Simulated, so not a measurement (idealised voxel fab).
The following is a process module called voxel self aligned vias.
We display cut, a cross-section 230 nm in width whose square cells are each 5 nm.
In this document a cross-section is written as a grid of square cells. It is given as a series of bands, listed from the top down, and a band is one or more rows of cells. Heads up on the band format: heights come first, top then bottom, in nm. After that it's the materials left to right, each with its width in nm. A single material flagged "edge to edge" fills the whole band edge to edge, and "empty" means there's empty space there. All heights in this document are referenced to 0, defined as the level beneath which the wafer, as received, consists entirely of one material. The lowest band is not bounded below; it extends indefinitely downward and is written in the form "0 and below". You'd read "30 to 40" like this: the band's top row of cells is as wide as the first number, its bottom row is as wide as the second, and going down, every row changes width by the same amount as the row before did. What does "stayed the same" mean for a step? It means no cell of the cross-section changed in that step. The list in "Closed cavities" covers empty spaces of 8 cells or more that cannot reach the top through any open way, and it gives each as width x height at distance; the distance is from the left edge, and width, height and distance are in nm. after a step's settings: what the simulator itself notes on the step. For masked steps, "overlay nm" on the step line gives how far right of plan the mask actually lay; a minus sign means it lay to the left.
Planned process steps
1. RECEIVE | material Si
2. CONFORMAL_DEP | material SiO2 | thk nm 10
3. CONFORMAL_DEP | material SiCN | thk nm 5
4. DIRECTIONAL_DEP | material SiO2 | thk nm 30
5. DIRECTIONAL_DEP | material aC | thk nm 10
6. PATTERN | tone open | mask id LINES | material resist | width nm 30 | pitch nm 55 | thk nm 30 | overlay nm 0
7. DIRECTIONAL_ETCH | etch materials aC | depth nm 10
8. STRIP | etch materials resist
9. DIRECTIONAL_ETCH | etch materials SiO2 | depth nm 30
10. STRIP | etch materials aC
11. CONFORMAL_DEP | material TiN | thk nm 5
12. FILL_DEP | material Ru | thk nm 5
13. CMP | height nm 45
14. SELECTIVE_ETCH | etch materials W Ru TiN | depth nm 10
15. FILL_DEP | material SiN | thk nm 10
16. CMP | height nm 45
17. DIRECTIONAL_DEP | material SiO2 | thk nm 15
18. DIRECTIONAL_DEP | material aC | thk nm 10
19. PATTERN | tone open | mask id VIAS | material resist | width nm 40 | thk nm 30 | overlay nm 0
20. DIRECTIONAL_ETCH | etch materials aC | depth nm 10
21. STRIP | etch materials resist
22. DIRECTIONAL_ETCH | etch materials SiO2 | depth nm 15
23. DIRECTIONAL_ETCH | etch materials SiN | depth nm 10
24. STRIP | etch materials aC
25. CONFORMAL_DEP | material TiN | thk nm 5
26. FILL_DEP | material Cu | thk nm 5
27. CMP | height nm 60
28. CONFORMAL_DEP | material SiN | thk nm 5
First of two wafers, processed according to plan
As received, after step 1
	0 and below | Si edge to edge
	Closed cavities: none
Cross-sectional representation of the wafer at the conclusion of step 2
	10 down to 0 | SiO2 edge to edge
	Nothing below the height 0 has changed.
Cross-sectional representation of the wafer at the conclusion of step 3
	15 down to 10 | SiCN edge to edge
	Nothing below the height 10 has changed.
Cross-sectional representation of the wafer at the conclusion of step 4
	45 down to 15 | SiO2 edge to edge
	Nothing below the height 15 has changed.
Cross-sectional representation of the wafer at the conclusion of step 5
	55 down to 45 | aC edge to edge
	Nothing below the height 45 has changed.
Cross-sectional representation of the wafer at the conclusion of step 6
	85 down to 55 | 70 resist  30 empty  25 resist  30 empty  75 resist
	Nothing below the height 55 has changed.
Cross-sectional representation of the wafer at the conclusion of step 7
	75 down to 55 | 70 resist  30 empty  25 resist  30 empty  75 resist
	55 down to 45 | 70 aC  30 empty  25 aC  30 empty  75 aC
	Nothing below the height 45 has changed.
Cross-sectional representation of the wafer at the conclusion of step 8
	55 down to 45 | 70 aC  30 empty  25 aC  30 empty  75 aC
	Nothing below the height 45 has changed.
Cross-sectional representation of the wafer at the conclusion of step 9
	55 down to 45 | 70 aC  30 empty  25 aC  30 empty  75 aC
	45 down to 15 | 70 SiO2  30 empty  25 SiO2  30 empty  75 SiO2
	Nothing below the height 15 has changed.
Cross-sectional representation of the wafer at the conclusion of step 10
	45 down to 15 | 70 SiO2  30 empty  25 SiO2  30 empty  75 SiO2
	Nothing below the height 15 has changed.
Cross-sectional representation of the wafer at the conclusion of step 11
	50 down to 45 | 75 TiN  20 empty  35 TiN  20 empty  80 TiN
	45 down to 20 | 70 SiO2  5 TiN  20 empty  5 TiN  25 SiO2  5 TiN  20 empty  5 TiN  75 SiO2
	20 down to 15 | 70 SiO2  30 TiN  25 SiO2  30 TiN  75 SiO2
	Nothing below the height 15 has changed.
Cross-sectional representation of the wafer at the conclusion of step 12
	55 down to 50 | Ru edge to edge
	50 down to 45 | 75 TiN  20 Ru  35 TiN  20 Ru  80 TiN
	45 down to 20 | 70 SiO2  5 TiN  20 Ru  5 TiN  25 SiO2  5 TiN  20 Ru  5 TiN  75 SiO2
	Nothing below the height 20 has changed.
Cross-sectional representation of the wafer at the conclusion of step 13
	45 down to 20 | 70 SiO2  5 TiN  20 Ru  5 TiN  25 SiO2  5 TiN  20 Ru  5 TiN  75 SiO2
	Nothing below the height 20 has changed.
Cross-sectional representation of the wafer at the conclusion of step 14
	45 down to 35 | 70 SiO2  30 empty  25 SiO2  30 empty  75 SiO2
	Nothing below the height 35 has changed.
Cross-sectional representation of the wafer at the conclusion of step 15
	55 down to 45 | SiN edge to edge
	45 down to 35 | 70 SiO2  30 SiN  25 SiO2  30 SiN  75 SiO2
	Nothing below the height 35 has changed.
Cross-sectional representation of the wafer at the conclusion of step 16
	45 down to 35 | 70 SiO2  30 SiN  25 SiO2  30 SiN  75 SiO2
	Nothing below the height 35 has changed.
Cross-sectional representation of the wafer at the conclusion of step 17
	60 down to 45 | SiO2 edge to edge
	Nothing below the height 45 has changed.
Cross-sectional representation of the wafer at the conclusion of step 18
	70 down to 60 | aC edge to edge
	Nothing below the height 60 has changed.
Cross-sectional representation of the wafer at the conclusion of step 19
	100 down to 70 | 65 resist  40 empty  125 resist
	Nothing below the height 70 has changed.
Cross-sectional representation of the wafer at the conclusion of step 20
	90 down to 70 | 65 resist  40 empty  125 resist
	70 down to 60 | 65 aC  40 empty  125 aC
	Nothing below the height 60 has changed.
Cross-sectional representation of the wafer at the conclusion of step 21
	70 down to 60 | 65 aC  40 empty  125 aC
	Nothing below the height 60 has changed.
Cross-sectional representation of the wafer at the conclusion of step 22
	70 down to 60 | 65 aC  40 empty  125 aC
	60 down to 45 | 65 SiO2  40 empty  125 SiO2
	Nothing below the height 45 has changed.
Cross-sectional representation of the wafer at the conclusion of step 23
	70 down to 60 | 65 aC  40 empty  125 aC
	60 down to 45 | 65 SiO2  40 empty  125 SiO2
	45 down to 35 | 70 SiO2  30 empty  25 SiO2  30 SiN  75 SiO2
	Nothing below the height 35 has changed.
Cross-sectional representation of the wafer at the conclusion of step 24
	60 down to 45 | 65 SiO2  40 empty  125 SiO2
	Nothing below the height 45 has changed.
Cross-sectional representation of the wafer at the conclusion of step 25
	65 down to 60 | 70 TiN  30 empty  130 TiN
	60 down to 50 | 65 SiO2  5 TiN  30 empty  5 TiN  125 SiO2
	50 down to 45 | 65 SiO2  10 TiN  20 empty  10 TiN  125 SiO2
	45 down to 40 | 70 SiO2  5 TiN  20 empty  5 TiN  25 SiO2  30 SiN  75 SiO2
	40 down to 35 | 70 SiO2  30 TiN  25 SiO2  30 SiN  75 SiO2
	Nothing below the height 35 has changed.
Cross-sectional representation of the wafer at the conclusion of step 26
	70 down to 65 | Cu edge to edge
	65 down to 60 | 70 TiN  30 Cu  130 TiN
	60 down to 50 | 65 SiO2  5 TiN  30 Cu  5 TiN  125 SiO2
	50 down to 45 | 65 SiO2  10 TiN  20 Cu  10 TiN  125 SiO2
	45 down to 40 | 70 SiO2  5 TiN  20 Cu  5 TiN  25 SiO2  30 SiN  75 SiO2
	Nothing below the height 40 has changed.
Cross-sectional representation of the wafer at the conclusion of step 27
	60 down to 50 | 65 SiO2  5 TiN  30 Cu  5 TiN  125 SiO2
	Nothing below the height 50 has changed.
Cross-sectional representation of the wafer at the conclusion of step 28
	65 down to 60 | SiN edge to edge
	Nothing below the height 60 has changed.
What follows concerns the second wafer, which started out like the first and was meant to follow the very same plan; one mistake crept in when it was run, but everything up to and including step 5 is the same as for the first wafer
Second wafer, section view, time point: scheduled end of step 6
	85 down to 55 | 70 empty  30 resist  25 empty  30 resist  75 empty
	Nothing below the height 55 has changed.
Second wafer, section view, time point: scheduled end of step 7
	75 down to 55 | 70 empty  30 resist  25 empty  30 resist  75 empty
	55 down to 45 | 70 empty  30 aC  25 empty  30 aC  75 empty
	Nothing below the height 45 has changed.
Second wafer, section view, time point: scheduled end of step 8
	55 down to 45 | 70 empty  30 aC  25 empty  30 aC  75 empty
	Nothing below the height 45 has changed.
Second wafer, section view, time point: scheduled end of step 9
	55 down to 45 | 70 empty  30 aC  25 empty  30 aC  75 empty
	45 down to 15 | 70 empty  30 SiO2  25 empty  30 SiO2  75 empty
	Nothing below the height 15 has changed.
Second wafer, section view, time point: scheduled end of step 10
	45 down to 15 | 70 empty  30 SiO2  25 empty  30 SiO2  75 empty
	Nothing below the height 15 has changed.
Second wafer, section view, time point: scheduled end of step 11
	50 down to 45 | 65 empty  40 TiN  15 empty  40 TiN  70 empty
	45 down to 20 | 65 empty  5 TiN  30 SiO2  5 TiN  15 empty  5 TiN  30 SiO2  5 TiN  70 empty
	20 down to 15 | 70 TiN  30 SiO2  25 TiN  30 SiO2  75 TiN
	Nothing below the height 15 has changed.
Second wafer, section view, time point: scheduled end of step 12
	55 down to 50 | Ru edge to edge
	50 down to 45 | 65 Ru  40 TiN  15 Ru  40 TiN  70 Ru
	45 down to 20 | 65 Ru  5 TiN  30 SiO2  5 TiN  15 Ru  5 TiN  30 SiO2  5 TiN  70 Ru
	Nothing below the height 20 has changed.
Second wafer, section view, time point: scheduled end of step 13
	45 down to 20 | 65 Ru  5 TiN  30 SiO2  5 TiN  15 Ru  5 TiN  30 SiO2  5 TiN  70 Ru
	Nothing below the height 20 has changed.
Second wafer, section view, time point: scheduled end of step 14
	45 down to 35 | 70 empty  30 SiO2  25 empty  30 SiO2  75 empty
	Nothing below the height 35 has changed.
Second wafer, section view, time point: scheduled end of step 15
	55 down to 45 | SiN edge to edge
	45 down to 35 | 70 SiN  30 SiO2  25 SiN  30 SiO2  75 SiN
	Nothing below the height 35 has changed.
Second wafer, section view, time point: scheduled end of step 16
	45 down to 35 | 70 SiN  30 SiO2  25 SiN  30 SiO2  75 SiN
	Nothing below the height 35 has changed.
Second wafer, section view, time point: scheduled end of step 17
	60 down to 45 | SiO2 edge to edge
	Nothing below the height 45 has changed.
Second wafer, section view, time point: scheduled end of step 18
	70 down to 60 | aC edge to edge
	Nothing below the height 60 has changed.
Second wafer, section view, time point: scheduled end of step 19
	100 down to 70 | 65 resist  40 empty  125 resist
	Nothing below the height 70 has changed.
Second wafer, section view, time point: scheduled end of step 20
	90 down to 70 | 65 resist  40 empty  125 resist
	70 down to 60 | 65 aC  40 empty  125 aC
	Nothing below the height 60 has changed.
Second wafer, section view, time point: scheduled end of step 21
	70 down to 60 | 65 aC  40 empty  125 aC
	Nothing below the height 60 has changed.
Second wafer, section view, time point: scheduled end of step 22
	70 down to 60 | 65 aC  40 empty  125 aC
	60 down to 45 | 65 SiO2  40 empty  125 SiO2
	Nothing below the height 45 has changed.
Second wafer, section view, time point: scheduled end of step 23
	70 down to 60 | 65 aC  40 empty  125 aC
	60 down to 45 | 65 SiO2  40 empty  125 SiO2
	45 down to 35 | 65 SiN  5 empty  30 SiO2  5 empty  20 SiN  30 SiO2  75 SiN
	Nothing below the height 35 has changed.
Second wafer, section view, time point: scheduled end of step 24
	60 down to 45 | 65 SiO2  40 empty  125 SiO2
	Nothing below the height 45 has changed.
Second wafer, section view, time point: scheduled end of step 25
	65 down to 60 | 70 TiN  30 empty  130 TiN
	60 down to 50 | 65 SiO2  5 TiN  30 empty  5 TiN  125 SiO2
	50 down to 45 | 65 SiO2  40 TiN  125 SiO2
	45 down to 35 | 65 SiN  5 TiN  30 SiO2  5 TiN  20 SiN  30 SiO2  75 SiN
	Nothing below the height 35 has changed.
Second wafer, section view, time point: scheduled end of step 26
	70 down to 65 | Cu edge to edge
	65 down to 60 | 70 TiN  30 Cu  130 TiN
	60 down to 50 | 65 SiO2  5 TiN  30 Cu  5 TiN  125 SiO2
	Nothing below the height 50 has changed.
Second wafer, section view, time point: scheduled end of step 27
	60 down to 50 | 65 SiO2  5 TiN  30 Cu  5 TiN  125 SiO2
	Nothing below the height 50 has changed.
Second wafer, section view, time point: scheduled end of step 28
	65 down to 60 | SiN edge to edge
	Nothing below the height 60 has changed.
Plan not followed: step 6 was not run as planned; what actually ran was PATTERN | tone cover | mask id LINES | material resist | width nm 30 | pitch nm 55 | thk nm 30 | overlay nm 0
End check, counted in cells, second wafer has more or fewer of these materials than the first: Cu -8, Ru +66, SiN +52, SiO2 -132, TiN +22
